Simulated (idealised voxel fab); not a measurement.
Module name: voxel gate over fins (process module)
Shown is cross-section cut, with a width of 240 nm and square cells of size 5 nm.
In what follows, cross-sections appear as grids of square cells, described through bands that run from the top down, where every band is one or more rows of cells.
Quick guide to a band line: top height, bottom height (nm) up front; then every material left to right with its width in nm. Only one material and it's marked "throughout"? Then it fills the band edge to edge. And "blank" just means empty space.
Heights from 0 (as-received wafer is one material below). Bottom band endless downward, as "0 nm and below".
A two-number width, for instance "30->40", indicates that the width is equal to the first number in the top row of the band and to the second number in the bottom row, and that it changes by a constant amount per row of cells.
Any step labelled "all unchanged" changed none of the cells in the cross-section.
"Closed-off voids" lists enclosed empty spaces (at least 8 cells, no open path upward to the top), each as width x height at distance from the left edge, in nm.
Step line, after settings: the simulator's comment on this step.
Steps that use a mask can have "overlay nm" on their line. It says how far the mask sat to the right of where it was meant to be. Negative means to the left.

Process steps foreseen in the plan:
1. RECEIVE, material Si
2. CONFORMAL_DEP, material SiN, thk nm 5
3. PATTERN, tone cover, mask id FINS, material resist, width nm 15, pitch nm 40, thk nm 15, overlay nm 0
4. DIRECTIONAL_ETCH, etch materials SiN, depth nm 5
5. DIRECTIONAL_ETCH, etch materials Si, depth nm 30
6. STRIP, etch materials resist
7. OXIDIZE, depth nm 5
8. FILL_DEP, material SiO2, thk nm 15
9. CMP, height nm 5
10. SELECTIVE_ETCH, etch materials SiO2, depth nm 15
11. STRIP, etch materials SiN
12. CONFORMAL_DEP, material HfO2, thk nm 5
13. CONFORMAL_DEP, material TiN, thk nm 5
14. FILL_DEP, material W, thk nm 10
15. CMP, height nm 15
16. CONFORMAL_DEP, material SiN, thk nm 5

Of two wafers, the first: run according to plan:

As-received wafer cross-section (after step 1):
0 nm and below = Si throughout
Closed-off voids: none

The wafer, seen in cross-section, after step 2:
5 nm to 0 nm = SiN throughout
Below 0, the layers are the same as they were.

The wafer, seen in cross-section, after step 3:
20 nm to 5 nm = 50 blank, 15 resist, 25 blank, 15 resist, 25 blank, 15 resist, 25 blank, 15 resist, 55 blank
Below 5, the layers are the same as they were.

The wafer, seen in cross-section, after step 4:
20 nm to 5 nm = 50 blank, 15 resist, 25 blank, 15 resist, 25 blank, 15 resist, 25 blank, 15 resist, 55 blank
5 nm to 0 nm = 50 blank, 15 SiN, 25 blank, 15 SiN, 25 blank, 15 SiN, 25 blank, 15 SiN, 55 blank
Below 0, the layers are the same as they were.

The wafer, seen in cross-section, after step 5:
20 nm to 5 nm = 50 blank, 15 resist, 25 blank, 15 resist, 25 blank, 15 resist, 25 blank, 15 resist, 55 blank
5 nm to 0 nm = 50 blank, 15 SiN, 25 blank, 15 SiN, 25 blank, 15 SiN, 25 blank, 15 SiN, 55 blank
0 nm to -30 nm = 50 blank, 15 Si, 25 blank, 15 Si, 25 blank, 15 Si, 25 blank, 15 Si, 55 blank
Below -30, the layers are the same as they were.

The wafer, seen in cross-section, after step 6:
5 nm to 0 nm = 50 blank, 15 SiN, 25 blank, 15 SiN, 25 blank, 15 SiN, 25 blank, 15 SiN, 55 blank
Below 0, the layers are the same as they were.

The wafer, seen in cross-section, after step 7:
5 nm to 0 nm = 50 blank, 15 SiN, 25 blank, 15 SiN, 25 blank, 15 SiN, 25 blank, 15 SiN, 55 blank
0 nm to -30 nm = 50 blank, 5 SiO2, 5 Si, 5 SiO2, 25 blank, 5 SiO2, 5 Si, 5 SiO2, 25 blank, 5 SiO2, 5 Si, 5 SiO2, 25 blank, 5 SiO2, 5 Si, 5 SiO2, 55 blank
-30 nm to -35 nm = 55 SiO2, 5 Si, 35 SiO2, 5 Si, 35 SiO2, 5 Si, 35 SiO2, 5 Si, 60 SiO2
Below -35, the layers are the same as they were.

The wafer, seen in cross-section, after step 8:
20 nm to 5 nm = SiO2 throughout
5 nm to 0 nm = 50 SiO2, 15 SiN, 25 SiO2, 15 SiN, 25 SiO2, 15 SiN, 25 SiO2, 15 SiN, 55 SiO2
0 nm to -35 nm = 55 SiO2, 5 Si, 35 SiO2, 5 Si, 35 SiO2, 5 Si, 35 SiO2, 5 Si, 60 SiO2
Below -35, the layers are the same as they were.

The wafer, seen in cross-section, after step 9:
5 nm to 0 nm = 50 SiO2, 15 SiN, 25 SiO2, 15 SiN, 25 SiO2, 15 SiN, 25 SiO2, 15 SiN, 55 SiO2
Below 0, the layers are the same as they were.

The wafer, seen in cross-section, after step 10:
5 nm to 0 nm = 50 blank, 15 SiN, 25 blank, 15 SiN, 25 blank, 15 SiN, 25 blank, 15 SiN, 55 blank
0 nm to -10 nm = 55 blank, 5 Si, 35 blank, 5 Si, 35 blank, 5 Si, 35 blank, 5 Si, 60 blank
Below -10, the layers are the same as they were.

The wafer, seen in cross-section, after step 11:
0 nm to -10 nm = 55 blank, 5 Si, 35 blank, 5 Si, 35 blank, 5 Si, 35 blank, 5 Si, 60 blank
Below -10, the layers are the same as they were.

The wafer, seen in cross-section, after step 12:
5 nm to 0 nm = 50 blank, 15 HfO2, 25 blank, 15 HfO2, 25 blank, 15 HfO2, 25 blank, 15 HfO2, 55 blank
0 nm to -5 nm = 50 blank, 5 HfO2, 5 Si, 5 HfO2, 25 blank, 5 HfO2, 5 Si, 5 HfO2, 25 blank, 5 HfO2, 5 Si, 5 HfO2, 25 blank, 5 HfO2, 5 Si, 5 HfO2, 55 blank
-5 nm to -10 nm = 55 HfO2, 5 Si, 35 HfO2, 5 Si, 35 HfO2, 5 Si, 35 HfO2, 5 Si, 60 HfO2
Below -10, the layers are the same as they were.

The wafer, seen in cross-section, after step 13:
10 nm to 5 nm = 45 blank, 25 TiN, 15 blank, 25 TiN, 15 blank, 25 TiN, 15 blank, 25 TiN, 50 blank
5 nm to 0 nm = 45 blank, 5 TiN, 15 HfO2, 5 TiN, 15 blank, 5 TiN, 15 HfO2, 5 TiN, 15 blank, 5 TiN, 15 HfO2, 5 TiN, 15 blank, 5 TiN, 15 HfO2, 5 TiN, 50 blank
0 nm to -5 nm = 50 TiN, 5 HfO2, 5 Si, 5 HfO2, 25 TiN, 5 HfO2, 5 Si, 5 HfO2, 25 TiN, 5 HfO2, 5 Si, 5 HfO2, 25 TiN, 5 HfO2, 5 Si, 5 HfO2, 55 TiN
Below -5, the layers are the same as they were.

The wafer, seen in cross-section, after step 14:
20 nm to 10 nm = W throughout
10 nm to 5 nm = 45 W, 25 TiN, 15 W, 25 TiN, 15 W, 25 TiN, 15 W, 25 TiN, 50 W
5 nm to 0 nm = 45 W, 5 TiN, 15 HfO2, 5 TiN, 15 W, 5 TiN, 15 HfO2, 5 TiN, 15 W, 5 TiN, 15 HfO2, 5 TiN, 15 W, 5 TiN, 15 HfO2, 5 TiN, 50 W
Below 0, the layers are the same as they were.

The wafer, seen in cross-section, after step 15:
15 nm to 10 nm = W throughout
Below 10, the layers are the same as they were.

The wafer, seen in cross-section, after step 16:
20 nm to 15 nm = SiN throughout
Below 15, the layers are the same as they were.

Notes, second wafer: start = first wafer's, plan = first wafer's, execution had one mistake; history identical to first through step 2:

Second wafer, sectioned view, at step 3's planned end time:
20 nm to 5 nm = 50 resist, 15 blank, 25 resist, 15 blank, 25 resist, 15 blank, 25 resist, 15 blank, 55 resist
Below 5, the layers are the same as they were.

Second wafer, sectioned view, at step 4's planned end time:
20 nm to 5 nm = 50 resist, 15 blank, 25 resist, 15 blank, 25 resist, 15 blank, 25 resist, 15 blank, 55 resist
5 nm to 0 nm = 50 SiN, 15 blank, 25 SiN, 15 blank, 25 SiN, 15 blank, 25 SiN, 15 blank, 55 SiN
Below 0, the layers are the same as they were.

Second wafer, sectioned view, at step 5's planned end time:
20 nm to 5 nm = 50 resist, 15 blank, 25 resist, 15 blank, 25 resist, 15 blank, 25 resist, 15 blank, 55 resist
5 nm to 0 nm = 50 SiN, 15 blank, 25 SiN, 15 blank, 25 SiN, 15 blank, 25 SiN, 15 blank, 55 SiN
0 nm to -30 nm = 50 Si, 15 blank, 25 Si, 15 blank, 25 Si, 15 blank, 25 Si, 15 blank, 55 Si
Below -30, the layers are the same as they were.

Second wafer, sectioned view, at step 6's planned end time:
5 nm to 0 nm = 50 SiN, 15 blank, 25 SiN, 15 blank, 25 SiN, 15 blank, 25 SiN, 15 blank, 55 SiN
Below 0, the layers are the same as they were.

Second wafer, sectioned view, at step 7's planned end time:
5 nm to 0 nm = 50 SiN, 15 blank, 25 SiN, 15 blank, 25 SiN, 15 blank, 25 SiN, 15 blank, 55 SiN
0 nm to -30 nm = 45 Si, 5 SiO2, 15 blank, 5 SiO2, 15 Si, 5 SiO2, 15 blank, 5 SiO2, 15 Si, 5 SiO2, 15 blank, 5 SiO2, 15 Si, 5 SiO2, 15 blank, 5 SiO2, 50 Si
-30 nm to -35 nm = 45 Si, 25 SiO2, 15 Si, 25 SiO2, 15 Si, 25 SiO2, 15 Si, 25 SiO2, 50 Si
Below -35, the layers are the same as they were.

Second wafer, sectioned view, at step 8's planned end time:
20 nm to 5 nm = SiO2 throughout
5 nm to 0 nm = 50 SiN, 15 SiO2, 25 SiN, 15 SiO2, 25 SiN, 15 SiO2, 25 SiN, 15 SiO2, 55 SiN
0 nm to -35 nm = 45 Si, 25 SiO2, 15 Si, 25 SiO2, 15 Si, 25 SiO2, 15 Si, 25 SiO2, 50 Si
Below -35, the layers are the same as they were.

Second wafer, sectioned view, at step 9's planned end time:
5 nm to 0 nm = 50 SiN, 15 SiO2, 25 SiN, 15 SiO2, 25 SiN, 15 SiO2, 25 SiN, 15 SiO2, 55 SiN
Below 0, the layers are the same as they were.

Second wafer, sectioned view, at step 10's planned end time:
5 nm to 0 nm = 50 SiN, 15 blank, 25 SiN, 15 blank, 25 SiN, 15 blank, 25 SiN, 15 blank, 55 SiN
0 nm to -10 nm = 45 Si, 25 blank, 15 Si, 25 blank, 15 Si, 25 blank, 15 Si, 25 blank, 50 Si
Below -10, the layers are the same as they were.

Second wafer, sectioned view, at step 11's planned end time:
0 nm to -10 nm = 45 Si, 25 blank, 15 Si, 25 blank, 15 Si, 25 blank, 15 Si, 25 blank, 50 Si
Below -10, the layers are the same as they were.

Second wafer, sectioned view, at step 12's planned end time:
5 nm to 0 nm = 50 HfO2, 15 blank, 25 HfO2, 15 blank, 25 HfO2, 15 blank, 25 HfO2, 15 blank, 55 HfO2
0 nm to -5 nm = 45 Si, 5 HfO2, 15 blank, 5 HfO2, 15 Si, 5 HfO2, 15 blank, 5 HfO2, 15 Si, 5 HfO2, 15 blank, 5 HfO2, 15 Si, 5 HfO2, 15 blank, 5 HfO2, 50 Si
-5 nm to -10 nm = 45 Si, 25 HfO2, 15 Si, 25 HfO2, 15 Si, 25 HfO2, 15 Si, 25 HfO2, 50 Si
Below -10, the layers are the same as they were.

Second wafer, sectioned view, at step 13's planned end time:
10 nm to 5 nm = 55 TiN, 5 blank, 35 TiN, 5 blank, 35 TiN, 5 blank, 35 TiN, 5 blank, 60 TiN
5 nm to 0 nm = 50 HfO2, 5 TiN, 5 blank, 5 TiN, 25 HfO2, 5 TiN, 5 blank, 5 TiN, 25 HfO2, 5 TiN, 5 blank, 5 TiN, 25 HfO2, 5 TiN, 5 blank, 5 TiN, 55 HfO2
0 nm to -5 nm = 45 Si, 5 HfO2, 15 TiN, 5 HfO2, 15 Si, 5 HfO2, 15 TiN, 5 HfO2, 15 Si, 5 HfO2, 15 TiN, 5 HfO2, 15 Si, 5 HfO2, 15 TiN, 5 HfO2, 50 Si
Below -5, the layers are the same as they were.

Second wafer, sectioned view, at step 14's planned end time:
20 nm to 10 nm = W throughout
10 nm to 5 nm = 55 TiN, 5 W, 35 TiN, 5 W, 35 TiN, 5 W, 35 TiN, 5 W, 60 TiN
5 nm to 0 nm = 50 HfO2, 5 TiN, 5 W, 5 TiN, 25 HfO2, 5 TiN, 5 W, 5 TiN, 25 HfO2, 5 TiN, 5 W, 5 TiN, 25 HfO2, 5 TiN, 5 W, 5 TiN, 55 HfO2
Below 0, the layers are the same as they were.

Second wafer, sectioned view, at step 15's planned end time:
15 nm to 10 nm = W throughout
Below 10, the layers are the same as they were.

Second wafer, sectioned view, at step 16's planned end time:
20 nm to 15 nm = SiN throughout
Below 15, the layers are the same as they were.
Where did the run depart from the plan? in deviation from the planned setting, step 3 was conducted as PATTERN, tone open, mask id FINS, material resist, width nm 15, pitch nm 40, thk nm 15, overlay nm 0
Final cells, second wafer relative to first, materials higher or lower: +168 Si | -120 SiO2 | -48 W
